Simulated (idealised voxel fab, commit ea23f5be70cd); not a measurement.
This section sets out a process module, namely voxel self aligned vias.
The cross-section on display is named cut; it measures 290 nm wide, and its cells are 5 nm squares.
Cross-section = grid of square cells, listed top down in bands; band = one or more rows.
What a band's entry tells you: where the top is and where the bottom is, as heights in nm, and after that what lies inside, material by material from left to right, each with its width in nm. Empty space is written as the word "blank", and a single material marked with the word "throughout" occupies the band from edge to edge.
Basically, 0 is our baseline, since under it the wafer straight out of the box is all one material. The bottom band has no lower end and keeps on going down, so it looks like "0 and below".
With a width like "30 to 40", each row of cells in the band differs from the next by the same amount, the top row carrying the first number and the bottom row the second.
Step note "no modifications" = no cross-section cell changed.
"Enclosed cavity list" lists enclosed empty spaces (at least 8 cells, no open path upward to the top), each as width x height at distance from the left edge, in nm.
That trailing text on a step's line, after the settings, is the simulator's own remark on the step.
"overlay nm" denotes, for a step that has a mask, the displacement of the mask to the right of its planned place, with negative values corresponding to the left.

List of planned process steps
- 1: RECEIVE,material Si
- 2: CONFORMAL_DEP,material SiO2,thk nm 10
- 3: CONFORMAL_DEP,material SiCN,thk nm 5
- 4: DIRECTIONAL_DEP,material lowk,thk nm 20
- 5: MASKED_ETCH,tone open,mask id LINES,width nm 25,pitch nm 65,etch materials lowk,depth nm 20,overlay nm 0
- 6: CONFORMAL_DEP,material TiN,thk nm 5
- 7: FILL_DEP,material Ru,thk nm 10
- 8: CMP,height nm 35
- 9: SELECTIVE_ETCH,etch materials W Ru TiN,depth nm 5
- 10: FILL_DEP,material SiN,thk nm 10
- 11: CMP,height nm 35
- 12: DIRECTIONAL_DEP,material lowk,thk nm 15
- 13: DIRECTIONAL_DEP,material aC,thk nm 10
- 14: PATTERN,tone open,mask id VIAS,material resist,width nm 45,pitch nm 65,thk nm 25,overlay nm 0
- 15: DIRECTIONAL_ETCH,etch materials aC,depth nm 10
- 16: STRIP,etch materials resist
- 17: DIRECTIONAL_ETCH,etch materials lowk,depth nm 15
- 18: DIRECTIONAL_ETCH,etch materials SiN,depth nm 5
- 19: STRIP,etch materials aC
- 20: CONFORMAL_DEP,material TiN,thk nm 5
- 21: FILL_DEP,material Ru,thk nm 5
- 22: CMP,height nm 50
- 23: CONFORMAL_DEP,material SiCN,thk nm 5

Run as planned: first of two wafers

Delivered wafer in cross-section: state after step 1
    0 and below  Si throughout
    Enclosed cavity list: none

Cross-section of the wafer subsequent to step 2
    10 down to 0  SiO2 throughout
    Under 0: no change, same as before.

Cross-section of the wafer subsequent to step 3
    15 down to 10  SiCN throughout
    Under 10: no change, same as before.

Cross-section of the wafer subsequent to step 4
    35 down to 15  lowk throughout
    Under 15: no change, same as before.

Cross-section of the wafer subsequent to step 5
    35 down to 15  lowk: 100; blank: 25; lowk: 40; blank: 25; lowk: 100
    Under 15: no change, same as before.

Cross-section of the wafer subsequent to step 6
    40 down to 35  TiN: 105; blank: 15; TiN: 50; blank: 15; TiN: 105
    35 down to 20  lowk: 100; TiN: 5; blank: 15; TiN: 5; lowk: 40; TiN: 5; blank: 15; TiN: 5; lowk: 100
    20 down to 15  lowk: 100; TiN: 25; lowk: 40; TiN: 25; lowk: 100
    Under 15: no change, same as before.

Cross-section of the wafer subsequent to step 7
    50 down to 40  Ru throughout
    40 down to 35  TiN: 105; Ru: 15; TiN: 50; Ru: 15; TiN: 105
    35 down to 20  lowk: 100; TiN: 5; Ru: 15; TiN: 5; lowk: 40; TiN: 5; Ru: 15; TiN: 5; lowk: 100
    Under 20: no change, same as before.

Cross-section of the wafer subsequent to step 8
    35 down to 20  lowk: 100; TiN: 5; Ru: 15; TiN: 5; lowk: 40; TiN: 5; Ru: 15; TiN: 5; lowk: 100
    Under 20: no change, same as before.

Cross-section of the wafer subsequent to step 9
    35 down to 30  lowk: 100; blank: 25; lowk: 40; blank: 25; lowk: 100
    Under 30: no change, same as before.

Cross-section of the wafer subsequent to step 10
    45 down to 35  SiN throughout
    35 down to 30  lowk: 100; SiN: 25; lowk: 40; SiN: 25; lowk: 100
    Under 30: no change, same as before.

Cross-section of the wafer subsequent to step 11
    35 down to 30  lowk: 100; SiN: 25; lowk: 40; SiN: 25; lowk: 100
    Under 30: no change, same as before.

Cross-section of the wafer subsequent to step 12
    50 down to 35  lowk throughout
    Under 35: no change, same as before.

Cross-section of the wafer subsequent to step 13
    60 down to 50  aC throughout
    Under 50: no change, same as before.

Cross-section of the wafer subsequent to step 14
    85 down to 60  resist: 90; blank: 45; resist: 20; blank: 45; resist: 90
    Under 60: no change, same as before.

Cross-section of the wafer subsequent to step 15
    75 down to 60  resist: 90; blank: 45; resist: 20; blank: 45; resist: 90
    60 down to 50  aC: 90; blank: 45; aC: 20; blank: 45; aC: 90
    Under 50: no change, same as before.

Cross-section of the wafer subsequent to step 16
    60 down to 50  aC: 90; blank: 45; aC: 20; blank: 45; aC: 90
    Under 50: no change, same as before.

Cross-section of the wafer subsequent to step 17
    60 down to 50  aC: 90; blank: 45; aC: 20; blank: 45; aC: 90
    50 down to 35  lowk: 90; blank: 45; lowk: 20; blank: 45; lowk: 90
    Under 35: no change, same as before.

Cross-section of the wafer subsequent to step 18
    60 down to 50  aC: 90; blank: 45; aC: 20; blank: 45; aC: 90
    50 down to 35  lowk: 90; blank: 45; lowk: 20; blank: 45; lowk: 90
    35 down to 30  lowk: 100; blank: 25; lowk: 40; blank: 25; lowk: 100
    Under 30: no change, same as before.

Cross-section of the wafer subsequent to step 19
    50 down to 35  lowk: 90; blank: 45; lowk: 20; blank: 45; lowk: 90
    Under 35: no change, same as before.

Cross-section of the wafer subsequent to step 20
    55 down to 50  TiN: 95; blank: 35; TiN: 30; blank: 35; TiN: 95
    50 down to 40  lowk: 90; TiN: 5; blank: 35; TiN: 5; lowk: 20; TiN: 5; blank: 35; TiN: 5; lowk: 90
    40 down to 35  lowk: 90; TiN: 15; blank: 15; TiN: 15; lowk: 20; TiN: 15; blank: 15; TiN: 15; lowk: 90
    35 down to 30  lowk: 100; TiN: 25; lowk: 40; TiN: 25; lowk: 100
    Under 30: no change, same as before.

Cross-section of the wafer subsequent to step 21
    60 down to 55  Ru throughout
    55 down to 50  TiN: 95; Ru: 35; TiN: 30; Ru: 35; TiN: 95
    50 down to 40  lowk: 90; TiN: 5; Ru: 35; TiN: 5; lowk: 20; TiN: 5; Ru: 35; TiN: 5; lowk: 90
    40 down to 35  lowk: 90; TiN: 15; Ru: 15; TiN: 15; lowk: 20; TiN: 15; Ru: 15; TiN: 15; lowk: 90
    Under 35: no change, same as before.

Cross-section of the wafer subsequent to step 22
    50 down to 40  lowk: 90; TiN: 5; Ru: 35; TiN: 5; lowk: 20; TiN: 5; Ru: 35; TiN: 5; lowk: 90
    Under 40: no change, same as before.

Cross-section of the wafer subsequent to step 23
    55 down to 50  SiCN throughout
    Under 50: no change, same as before.

Second wafer: like start, like plan, one mistake. Through step 2 it matches the first wafer

Planned end of step 3: second wafer, cross-section
    30 down to 10  lowk throughout
    Under 10: no change, same as before.

Planned end of step 4: second wafer, cross-section
    35 down to 30  SiCN throughout
    Under 30: no change, same as before.

Planned end of step 5: second wafer, cross-section: no modifications

Planned end of step 6: second wafer, cross-section
    40 down to 35  TiN throughout
    Under 35: no change, same as before.

Planned end of step 7: second wafer, cross-section
    50 down to 40  Ru throughout
    Under 40: no change, same as before.

Planned end of step 8: second wafer, cross-section
    35 down to 30  SiCN throughout
    Under 30: no change, same as before.

Planned end of step 9: second wafer, cross-section: no modifications

Planned end of step 10: second wafer, cross-section
    45 down to 35  SiN throughout
    Under 35: no change, same as before.

Planned end of step 11: second wafer, cross-section
    35 down to 30  SiCN throughout
    Under 30: no change, same as before.

Planned end of step 12: second wafer, cross-section
    50 down to 35  lowk throughout
    Under 35: no change, same as before.

Planned end of step 13: second wafer, cross-section
    60 down to 50  aC throughout
    Under 50: no change, same as before.

Planned end of step 14: second wafer, cross-section
    85 down to 60  resist: 90; blank: 45; resist: 20; blank: 45; resist: 90
    Under 60: no change, same as before.

Planned end of step 15: second wafer, cross-section
    75 down to 60  resist: 90; blank: 45; resist: 20; blank: 45; resist: 90
    60 down to 50  aC: 90; blank: 45; aC: 20; blank: 45; aC: 90
    Under 50: no change, same as before.

Planned end of step 16: second wafer, cross-section
    60 down to 50  aC: 90; blank: 45; aC: 20; blank: 45; aC: 90
    Under 50: no change, same as before.

Planned end of step 17: second wafer, cross-section
    60 down to 50  aC: 90; blank: 45; aC: 20; blank: 45; aC: 90
    50 down to 35  lowk: 90; blank: 45; lowk: 20; blank: 45; lowk: 90
    Under 35: no change, same as before.

Planned end of step 18: second wafer, cross-section: no modifications

Planned end of step 19: second wafer, cross-section
    50 down to 35  lowk: 90; blank: 45; lowk: 20; blank: 45; lowk: 90
    Under 35: no change, same as before.

Planned end of step 20: second wafer, cross-section
    55 down to 50  TiN: 95; blank: 35; TiN: 30; blank: 35; TiN: 95
    50 down to 40  lowk: 90; TiN: 5; blank: 35; TiN: 5; lowk: 20; TiN: 5; blank: 35; TiN: 5; lowk: 90
    40 down to 35  lowk: 90; TiN: 45; lowk: 20; TiN: 45; lowk: 90
    Under 35: no change, same as before.

Planned end of step 21: second wafer, cross-section
    60 down to 55  Ru throughout
    55 down to 50  TiN: 95; Ru: 35; TiN: 30; Ru: 35; TiN: 95
    50 down to 40  lowk: 90; TiN: 5; Ru: 35; TiN: 5; lowk: 20; TiN: 5; Ru: 35; TiN: 5; lowk: 90
    Under 40: no change, same as before.

Planned end of step 22: second wafer, cross-section
    50 down to 40  lowk: 90; TiN: 5; Ru: 35; TiN: 5; lowk: 20; TiN: 5; Ru: 35; TiN: 5; lowk: 90
    Under 40: no change, same as before.

Planned end of step 23: second wafer, cross-section
    55 down to 50  SiCN throughout
    Under 50: no change, same as before.
It is concluded that the wafer was processed incorrectly with respect to the plan, in that steps 3 and 4: order swapped relative to plan
Wafer comparison, final, in cells, second relative to first, materials more or fewer: Ru -18; TiN -22; lowk +40
